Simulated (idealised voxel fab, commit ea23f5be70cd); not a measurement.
Proc. module: voxel capacitor over wiring
240 nm wide, 5 nm square cells: that's cross-section cut.
Each cross-section below is a grid of square cells, stated as bands in top-down order, with one or more rows of cells making up each band.
Band: top and bottom heights (nm) first, top before bottom; then materials from left to right, widths in nm. "everywhere" marks a sole material filling the band edge to edge. "air" denotes empty space.
Heights are expressed relative to 0, this being the level below which the as-received wafer comprises one material exclusively. The lowest band is unbounded in the downward direction and is denoted as in "0 and below".
The notation "30 to 40" denotes a width that varies across the rows of cells in the band, beginning at the first number in the top row, finishing at the second number in the bottom row, and changing by an identical amount from each row to the next.
"nothing altered" for a step: no cell of the cross-section changed in that step.
"Enclosed internal cavities" specifies each empty space that is not open to the top and that occupies no fewer than 8 cells, using the form width x height at distance, the distance measured from the left edge and all three quantities in nm.
Note: text after step settings on the step line = simulator remark on that step.
"overlay nm", when on a step's line for a step with a mask, measures how far to the right of its planned place the mask lay; a negative measure means to the left.

The steps planned for the process are as follows
1) RECEIVE: material Si
2) CONFORMAL_DEP: material SiO2, thk nm 15
3) DIRECTIONAL_DEP: material TiN, thk nm 5
4) DIRECTIONAL_DEP: material Ru, thk nm 25
5) DIRECTIONAL_DEP: material aC, thk nm 15
6) PATTERN: tone cover, mask id METAL_1, material resist, width nm 20, pitch nm 75, thk nm 35, overlay nm 0
7) DIRECTIONAL_ETCH: etch materials aC, depth nm 15
8) STRIP: etch materials resist
9) DIRECTIONAL_ETCH: etch materials Ru, depth nm 25
10) DIRECTIONAL_ETCH: etch materials TiN, depth nm 5
11) STRIP: etch materials aC
12) CONFORMAL_DEP: material SiCN, thk nm 5
13) FILL_DEP: material lowk, thk nm 5
14) CMP: height nm 45
15) CONFORMAL_DEP: material SiCN, thk nm 5
16) DIRECTIONAL_DEP: material SiO2, thk nm 15
17) PATTERN: tone open, mask id PLUG_1, material resist, width nm 15, thk nm 20, overlay nm 0
18) DIRECTIONAL_ETCH: etch materials SiO2, depth nm 15
19) DIRECTIONAL_ETCH: etch materials SiCN, depth nm 5
20) STRIP: etch materials resist
21) CONFORMAL_DEP: material TiN, thk nm 5
22) FILL_DEP: material Ru, thk nm 5
23) CMP: height nm 65
24) DIRECTIONAL_DEP: material TiN, thk nm 10
25) DIRECTIONAL_DEP: material HfO2, thk nm 5
26) DIRECTIONAL_DEP: material TiN, thk nm 5
27) MASKED_ETCH: tone cover, mask id UPPER_PLATE, width nm 60, etch materials TiN, depth nm 5, overlay nm 0
28) MASKED_ETCH: tone cover, mask id UPPER_PLATE, width nm 60, etch materials HfO2, depth nm 5, overlay nm 0
29) PATTERN: tone cover, mask id LOWER_PLATE, material resist, width nm 70, thk nm 15, overlay nm 0
30) DIRECTIONAL_ETCH: etch materials TiN, depth nm 10
31) STRIP: etch materials resist
32) FILL_DEP: material SiO2, thk nm 20
33) CMP: height nm 100
34) DIRECTIONAL_DEP: material aC, thk nm 10
35) PATTERN: tone open, mask id PLUG_2, material resist, width nm 15, thk nm 30, overlay nm 0
36) DIRECTIONAL_ETCH: etch materials aC, depth nm 10
37) STRIP: etch materials resist
38) DIRECTIONAL_ETCH: etch materials SiO2, depth nm 15
39) STRIP: etch materials aC
40) CONFORMAL_DEP: material TiN, thk nm 5
41) FILL_DEP: material W, thk nm 5
42) CMP: height nm 100
43) CONFORMAL_DEP: material SiCN, thk nm 5

Delivered wafer in cross-section: state after step 1
  0 and below = Si everywhere
  Enclosed internal cavities: none

The cross-section shown corresponds to the wafer at the conclusion of the module. The initial structure and the process plan are those presented above; however, one mistake occurred in executing the plan
  105 down to 100 = SiCN everywhere
  100 down to 90 = 85 of SiO2 / 5 of TiN / 5 of W / 5 of TiN / 140 of SiO2
  90 down to 80 = 85 to 75 of SiO2 / 15 to 60 of TiN / 140 to 105 of SiO2
  80 down to 75 = 75 of SiO2 / 60 of HfO2 / 105 of SiO2
  75 down to 65 = 70 of SiO2 / 70 of TiN / 100 of SiO2
  65 down to 50 = 75 of SiO2 / 5 of TiN / 5 of Ru / 5 of TiN / 150 of SiO2
  50 down to 45 = 75 of SiCN / 15 of TiN / 150 of SiCN
  45 down to 35 = 65 of lowk / 5 of SiCN / 20 of Ru / 5 of SiCN / 45 of lowk / 5 of SiCN / 20 of Ru / 5 of SiCN / 70 of lowk
  35 down to 30 = 70 of SiCN / 20 of TiN / 55 of SiCN / 20 of TiN / 75 of SiCN
  30 down to 0 = SiO2 everywhere
  0 and below = Si everywhere
  Enclosed internal cavities: none
Here's what went sideways: twice over, step 2 of the plan was run
